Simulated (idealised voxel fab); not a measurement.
The process module presented herein is designated voxel tone inversion.
Section cut is 240 nm wide and gridded with 5 nm square cells.
Cross-section layout: square cells on a grid; listed as bands, top to bottom; a band spans one or more cell rows. In this notation a band is specified by the heights of its top and bottom, in that order and in nm, after which its materials appear from left to right, each paired with its width in nm. The word "edge to edge" attached to a single material means that material fills the band from edge to edge; the word "empty" stands for empty space. We count height from 0. Below that, the starting wafer is all one material. The lowest band never ends at the bottom but goes on down; see "0 nm and below" for how that is written. Quick explanation for "30 to 40": the width changes in equal steps down the rows of cells, from the first number in the band's top row to the second number in its bottom row. No cell of the cross-section changed in a step that is given as "no alteration". What "Encapsulated voids" gives you is every empty space of 8 cells or more that is cut off from the top. Each appears as width x height at distance, with the distance taken from the left edge and width, height and distance all in nm. That trailing text on a step's line, after the settings, is the simulator's own remark on the step. overlay nm: where the mask lay relative to plan, measured to the right, on steps with a mask; negatives go left. Each of the pairs that make up the rest of this document says: here is the cross-section before one process step, here is the cross-section after it, drawn only down to the lowest band that changed, and here, under the pair, is the step lying between them with its settings. Different pairs may come from different runs of this module on the same starting wafer, so a pair continues from the pair above it only where its entry headed "Before the process" says so.
Before the process
  0 nm and below = Si edge to edge
  Encapsulated voids: none
Cut View, Post-Step
  5 nm to 0 nm = SiCN edge to edge
  Unchanged below 0.
  Encapsulated voids: none
The step occurring between the two cross-sections depicted above is identified as CONFORMAL_DEP with material SiCN, thk nm 5
Before the process: The prior state of this step coincides with the post-step cross-section of the pair just above.
Cut View, Post-Step
  25 nm to 5 nm = polySi edge to edge
  Unchanged below 5.
  Encapsulated voids: none
The step occurring between the two cross-sections depicted above is identified as DIRECTIONAL_DEP with material polySi, thk nm 20
Before the process: The prior state of this step coincides with the post-step cross-section of the pair just above.
Cut View, Post-Step
  55 nm to 25 nm = 50 empty | 25 resist | 30 empty | 25 resist | 30 empty | 25 resist | 55 empty
  Unchanged below 25.
  Encapsulated voids: none
The step occurring between the two cross-sections depicted above is identified as PATTERN with tone cover, mask id POSTS, material resist, width nm 25, pitch nm 55, thk nm 30, overlay nm 0
Before the process: The prior state of this step coincides with the post-step cross-section of the pair just above.
Cut View, Post-Step
  55 nm to 25 nm = 50 empty | 25 resist | 30 empty | 25 resist | 30 empty | 25 resist | 55 empty
  25 nm to 5 nm = 50 empty | 25 polySi | 30 empty | 25 polySi | 30 empty | 25 polySi | 55 empty
  Unchanged below 5.
  Encapsulated voids: none
The step occurring between the two cross-sections depicted above is identified as DIRECTIONAL_ETCH with etch materials polySi, depth nm 20
Before the process: The prior state of this step coincides with the post-step cross-section of the pair just above.
Cut View, Post-Step
  25 nm to 5 nm = 50 empty | 25 polySi | 30 empty | 25 polySi | 30 empty | 25 polySi | 55 empty
  Unchanged below 5.
  Encapsulated voids: none
The step occurring between the two cross-sections depicted above is identified as STRIP with etch materials resist
Before the process: The prior state of this step coincides with the post-step cross-section of the pair just above.
Cut View, Post-Step
  35 nm to 25 nm = lowk edge to edge
  25 nm to 5 nm = 50 lowk | 25 polySi | 30 lowk | 25 polySi | 30 lowk | 25 polySi | 55 lowk
  Unchanged below 5.
  Encapsulated voids: none
The step occurring between the two cross-sections depicted above is identified as FILL_DEP with material lowk, thk nm 10
Before the process: The prior state of this step coincides with the post-step cross-section of the pair just above.
Cut View, Post-Step
  25 nm to 5 nm = 50 lowk | 25 polySi | 30 lowk | 25 polySi | 30 lowk | 25 polySi | 55 lowk
  Unchanged below 5.
  Encapsulated voids: none
The step occurring between the two cross-sections depicted above is identified as CMP with height nm 25
Before the process: The prior state of this step coincides with the post-step cross-section of the pair just above.
Cut View, Post-Step
  25 nm to 5 nm = 50 lowk | 25 empty | 30 lowk | 25 empty | 30 lowk | 25 empty | 55 lowk
  Unchanged below 5.
  Encapsulated voids: none
The step occurring between the two cross-sections depicted above is identified as STRIP with etch materials polySi
Before the process
  0 nm and below = Si edge to edge
  Encapsulated voids: none
Cut View, Post-Step
  20 nm to 0 nm = polySi edge to edge
  Unchanged below 0.
  Encapsulated voids: none
The step occurring between the two cross-sections depicted above is identified as DIRECTIONAL_DEP with material polySi, thk nm 20
Before the process: The prior state of this step coincides with the post-step cross-section of the pair just above.
Cut View, Post-Step
  50 nm to 20 nm = 50 empty | 25 resist | 30 empty | 25 resist | 30 empty | 25 resist | 55 empty
  Unchanged below 20.
  Encapsulated voids: none
The step occurring between the two cross-sections depicted above is identified as PATTERN with tone cover, mask id POSTS, material resist, width nm 25, pitch nm 55, thk nm 30, overlay nm 0
Before the process: The prior state of this step coincides with the post-step cross-section of the pair just above.
Cut View, Post-Step
  50 nm to 20 nm = 50 empty | 25 resist | 30 empty | 25 resist | 30 empty | 25 resist | 55 empty
  20 nm to 0 nm = 50 empty | 25 polySi | 30 empty | 25 polySi | 30 empty | 25 polySi | 55 empty
  Unchanged below 0.
  Encapsulated voids: none
The step occurring between the two cross-sections depicted above is identified as DIRECTIONAL_ETCH with etch materials polySi, depth nm 20
Before the process: The prior state of this step coincides with the post-step cross-section of the pair just above.
Cut View, Post-Step
  20 nm to 0 nm = 50 empty | 25 polySi | 30 empty | 25 polySi | 30 empty | 25 polySi | 55 empty
  Unchanged below 0.
  Encapsulated voids: none
The step occurring between the two cross-sections depicted above is identified as STRIP with etch materials resist
Before the process: The prior state of this step coincides with the post-step cross-section of the pair just above.
Cut View, Post-Step
  30 nm to 20 nm = lowk edge to edge
  20 nm to 0 nm = 50 lowk | 25 polySi | 30 lowk | 25 polySi | 30 lowk | 25 polySi | 55 lowk
  Unchanged below 0.
  Encapsulated voids: none
The step occurring between the two cross-sections depicted above is identified as FILL_DEP with material lowk, thk nm 10
Before the process: The prior state of this step coincides with the post-step cross-section of the pair just above.
Cut View, Post-Step
  25 nm to 20 nm = lowk edge to edge
  Unchanged below 20.
  Encapsulated voids: none
The step occurring between the two cross-sections depicted above is identified as CMP with height nm 25
Before the process
  20 nm to 0 nm = polySi edge to edge
  0 nm and below = Si edge to edge
  Encapsulated voids: none
Cut View, Post-Step
  25 nm to 20 nm = SiCN edge to edge
  Unchanged below 20.
  Encapsulated voids: none
The step occurring between the two cross-sections depicted above is identified as CONFORMAL_DEP with material SiCN, thk nm 5
Before the process: The prior state of this step coincides with the post-step cross-section of the pair just above.
Cut View, Post-Step
  55 nm to 25 nm = 50 empty | 25 resist | 30 empty | 25 resist | 30 empty | 25 resist | 55 empty
  Unchanged below 25.
  Encapsulated voids: none
The step occurring between the two cross-sections depicted above is identified as PATTERN with tone cover, mask id POSTS, material resist, width nm 25, pitch nm 55, thk nm 30, overlay nm 0
Before the process: The prior state of this step coincides with the post-step cross-section of the pair just above.
Cut View, Post-Step
  25 nm to 20 nm = SiCN edge to edge
  Unchanged below 20.
  Encapsulated voids: none
The step occurring between the two cross-sections depicted above is identified as STRIP with etch materials resist
Before the process: The prior state of this step coincides with the post-step cross-section of the pair just above.
Cut View, Post-Step
  35 nm to 25 nm = lowk edge to edge
  Unchanged below 25.
  Encapsulated voids: none
The step occurring between the two cross-sections depicted above is identified as FILL_DEP with material lowk, thk nm 10
Before the process: The prior state of this step coincides with the post-step cross-section of the pair just above.
Cut View, Post-Step
  25 nm to 20 nm = SiCN edge to edge
  Unchanged below 20.
  Encapsulated voids: none
The step occurring between the two cross-sections depicted above is identified as CMP with height nm 25
Before the process
  35 nm to 25 nm = lowk edge to edge
  25 nm to 5 nm = 50 lowk | 25 polySi | 30 lowk | 25 polySi | 30 lowk | 25 polySi | 55 lowk
  5 nm to 0 nm = SiCN edge to edge
  0 nm and below = Si edge to edge
  Encapsulated voids: none
Cut View, Post-Step
  15 nm to 5 nm = 50 lowk | 25 polySi | 30 lowk | 25 polySi | 30 lowk | 25 polySi | 55 lowk
  Unchanged below 5.
  Encapsulated voids: none
The step occurring between the two cross-sections depicted above is identified as CMP with height nm 15
Before the process: The prior state of this step coincides with the post-step cross-section of the pair just above.
Cut View, Post-Step
  15 nm to 5 nm = 50 lowk | 25 empty | 30 lowk | 25 empty | 30 lowk | 25 empty | 55 lowk
  Unchanged below 5.
  Encapsulated voids: none
The step occurring between the two cross-sections depicted above is identified as STRIP with etch materials polySi
Before the process
  25 nm to 5 nm = polySi edge to edge
  5 nm to 0 nm = SiCN edge to edge
  0 nm and below = Si edge to edge
  Encapsulated voids: none
Cut View, Post-Step
  55 nm to 25 nm = 50 empty | 30 resist | 25 empty | 30 resist | 25 empty | 30 resist | 50 empty
  Unchanged below 25.
  Encapsulated voids: none
The step occurring between the two cross-sections depicted above is identified as PATTERN with tone cover, mask id POSTS, material resist, width nm 30, pitch nm 55, thk nm 30, overlay nm 0
Before the process: The prior state of this step coincides with the post-step cross-section of the pair just above.
Cut View, Post-Step
  55 nm to 25 nm = 50 empty | 30 resist | 25 empty | 30 resist | 25 empty | 30 resist | 50 empty
  25 nm to 5 nm = 50 empty | 30 polySi | 25 empty | 30 polySi | 25 empty | 30 polySi | 50 empty
  Unchanged below 5.
  Encapsulated voids: none
The step occurring between the two cross-sections depicted above is identified as DIRECTIONAL_ETCH with etch materials polySi, depth nm 20
Before the process: The prior state of this step coincides with the post-step cross-section of the pair just above.
Cut View, Post-Step
  25 nm to 5 nm = 50 empty | 30 polySi | 25 empty | 30 polySi | 25 empty | 30 polySi | 50 empty
  Unchanged below 5.
  Encapsulated voids: none
The step occurring between the two cross-sections depicted above is identified as STRIP with etch materials resist
Before the process: The prior state of this step coincides with the post-step cross-section of the pair just above.
Cut View, Post-Step
  35 nm to 25 nm = lowk edge to edge
  25 nm to 5 nm = 50 lowk | 30 polySi | 25 lowk | 30 polySi | 25 lowk | 30 polySi | 50 lowk
  Unchanged below 5.
  Encapsulated voids: none
The step occurring between the two cross-sections depicted above is identified as FILL_DEP with material lowk, thk nm 10
Before the process: The prior state of this step coincides with the post-step cross-section of the pair just above.
Cut View, Post-Step
  25 nm to 5 nm = 50 lowk | 30 polySi | 25 lowk | 30 polySi | 25 lowk | 30 polySi | 50 lowk
  Unchanged below 5.
  Encapsulated voids: none
The step occurring between the two cross-sections depicted above is identified as CMP with height nm 25
Before the process: The prior state of this step coincides with the post-step cross-section of the pair just above.
Cut View, Post-Step
  25 nm to 5 nm = 50 lowk | 30 empty | 25 lowk | 30 empty | 25 lowk | 30 empty | 50 lowk
  Unchanged below 5.
  Encapsulated voids: none
The step occurring between the two cross-sections depicted above is identified as STRIP with etch materials polySi
Before the process
  25 nm to 5 nm = polySi edge to edge
  5 nm to 0 nm = SiCN edge to edge
  0 nm and below = Si edge to edge
  Encapsulated voids: none
Cut View, Post-Step
  55 nm to 25 nm = 40 empty | 25 resist | 30 empty | 25 resist | 30 empty | 25 resist | 65 empty
  Unchanged below 25.
  Encapsulated voids: none
The step occurring between the two cross-sections depicted above is identified as PATTERN with tone cover, mask id POSTS, material resist, width nm 25, pitch nm 55, thk nm 30, overlay nm -10
Before the process: The prior state of this step coincides with the post-step cross-section of the pair just above.
Cut View, Post-Step
  55 nm to 25 nm = 40 empty | 25 resist | 30 empty | 25 resist | 30 empty | 25 resist | 65 empty
  25 nm to 5 nm = 40 empty | 25 polySi | 30 empty | 25 polySi | 30 empty | 25 polySi | 65 empty
  Unchanged below 5.
  Encapsulated voids: none
The step occurring between the two cross-sections depicted above is identified as DIRECTIONAL_ETCH with etch materials polySi, depth nm 20
Before the process: The prior state of this step coincides with the post-step cross-section of the pair just above.
Cut View, Post-Step
  25 nm to 5 nm = 40 empty | 25 polySi | 30 empty | 25 polySi | 30 empty | 25 polySi | 65 empty
  Unchanged below 5.
  Encapsulated voids: none
The step occurring between the two cross-sections depicted above is identified as STRIP with etch materials resist
Before the process: The prior state of this step coincides with the post-step cross-section of the pair just above.
Cut View, Post-Step
  35 nm to 25 nm = lowk edge to edge
  25 nm to 5 nm = 40 lowk | 25 polySi | 30 lowk | 25 polySi | 30 lowk | 25 polySi | 65 lowk
  Unchanged below 5.
  Encapsulated voids: none
The step occurring between the two cross-sections depicted above is identified as FILL_DEP with material lowk, thk nm 10
Before the process: The prior state of this step coincides with the post-step cross-section of the pair just above.
Cut View, Post-Step
  25 nm to 5 nm = 40 lowk | 25 polySi | 30 lowk | 25 polySi | 30 lowk | 25 polySi | 65 lowk
  Unchanged below 5.
  Encapsulated voids: none
The step occurring between the two cross-sections depicted above is identified as CMP with height nm 25
Before the process: The prior state of this step coincides with the post-step cross-section of the pair just above.
Cut View, Post-Step
  25 nm to 5 nm = 40 lowk | 25 empty | 30 lowk | 25 empty | 30 lowk | 25 empty | 65 lowk
  Unchanged below 5.
  Encapsulated voids: none
The step occurring between the two cross-sections depicted above is identified as STRIP with etch materials polySi
Before the process
  5 nm to 0 nm = SiCN edge to edge
  0 nm and below = Si edge to edge
  Encapsulated voids: none
Cut View, Post-Step
  25 nm to 0 nm = SiCN edge to edge
  Unchanged below 0.
  Encapsulated voids: none
The step occurring between the two cross-sections depicted above is identified as DIRECTIONAL_DEP with material SiCN, thk nm 20
Before the process: The prior state of this step coincides with the post-step cross-section of the pair just above.
Cut View, Post-Step
  55 nm to 25 nm = 50 empty | 25 resist | 30 empty | 25 resist | 30 empty | 25 resist | 55 empty
  Unchanged below 25.
  Encapsulated voids: none
The step occurring between the two cross-sections depicted above is identified as PATTERN with tone cover, mask id POSTS, material resist, width nm 25, pitch nm 55, thk nm 30, overlay nm 0
Before the process: The prior state of this step coincides with the post-step cross-section of the pair just above.
Cut View, Post-Step
  25 nm to 0 nm = SiCN edge to edge
  Unchanged below 0.
  Encapsulated voids: none
The step occurring between the two cross-sections depicted above is identified as STRIP with etch materials resist
Before the process: The prior state of this step coincides with the post-step cross-section of the pair just above.
Cut View, Post-Step
  35 nm to 25 nm = lowk edge to edge
  Unchanged below 25.
  Encapsulated voids: none
The step occurring between the two cross-sections depicted above is identified as FILL_DEP with material lowk, thk nm 10
Before the process: The prior state of this step coincides with the post-step cross-section of the pair just above.
Cut View, Post-Step
  25 nm to 0 nm = SiCN edge to edge
  Unchanged below 0.
  Encapsulated voids: none
The step occurring between the two cross-sections depicted above is identified as CMP with height nm 25
Before the process
  25 nm to 5 nm = polySi edge to edge
  5 nm to 0 nm = SiCN edge to edge
  0 nm and below = Si edge to edge
  Encapsulated voids: none
Cut View, Post-Step
  55 nm to 25 nm = 50 resist | 25 empty | 30 resist | 25 empty | 30 resist | 25 empty | 55 resist
  Unchanged below 25.
  Encapsulated voids: none
The step occurring between the two cross-sections depicted above is identified as PATTERN with tone open, mask id POSTS, material resist, width nm 25, pitch nm 55, thk nm 30, overlay nm 0
Before the process: The prior state of this step coincides with the post-step cross-section of the pair just above.
Cut View, Post-Step
  55 nm to 25 nm = 50 resist | 25 empty | 30 resist | 25 empty | 30 resist | 25 empty | 55 resist
  25 nm to 5 nm = 50 polySi | 25 empty | 30 polySi | 25 empty | 30 polySi | 25 empty | 55 polySi
  Unchanged below 5.
  Encapsulated voids: none
The step occurring between the two cross-sections depicted above is identified as DIRECTIONAL_ETCH with etch materials polySi, depth nm 20
Before the process: The prior state of this step coincides with the post-step cross-section of the pair just above.
Cut View, Post-Step
  25 nm to 5 nm = 50 polySi | 25 empty | 30 polySi | 25 empty | 30 polySi | 25 empty | 55 polySi
  Unchanged below 5.
  Encapsulated voids: none
The step occurring between the two cross-sections depicted above is identified as STRIP with etch materials resist
Before the process: The prior state of this step coincides with the post-step cross-section of the pair just above.
Cut View, Post-Step
  35 nm to 25 nm = lowk edge to edge
  25 nm to 5 nm = 50 polySi | 25 lowk | 30 polySi | 25 lowk | 30 polySi | 25 lowk | 55 polySi
  Unchanged below 5.
  Encapsulated voids: none
The step occurring between the two cross-sections depicted above is identified as FILL_DEP with material lowk, thk nm 10
Before the process: The prior state of this step coincides with the post-step cross-section of the pair just above.
Cut View, Post-Step
  25 nm to 5 nm = 50 polySi | 25 lowk | 30 polySi | 25 lowk | 30 polySi | 25 lowk | 55 polySi
  Unchanged below 5.
  Encapsulated voids: none
The step occurring between the two cross-sections depicted above is identified as CMP with height nm 25
Before the process: The prior state of this step coincides with the post-step cross-section of the pair just above.
Cut View, Post-Step
  25 nm to 5 nm = 50 empty | 25 lowk | 30 empty | 25 lowk | 30 empty | 25 lowk | 55 empty
  Unchanged below 5.
  Encapsulated voids: none
The step occurring between the two cross-sections depicted above is identified as STRIP with etch materials polySi
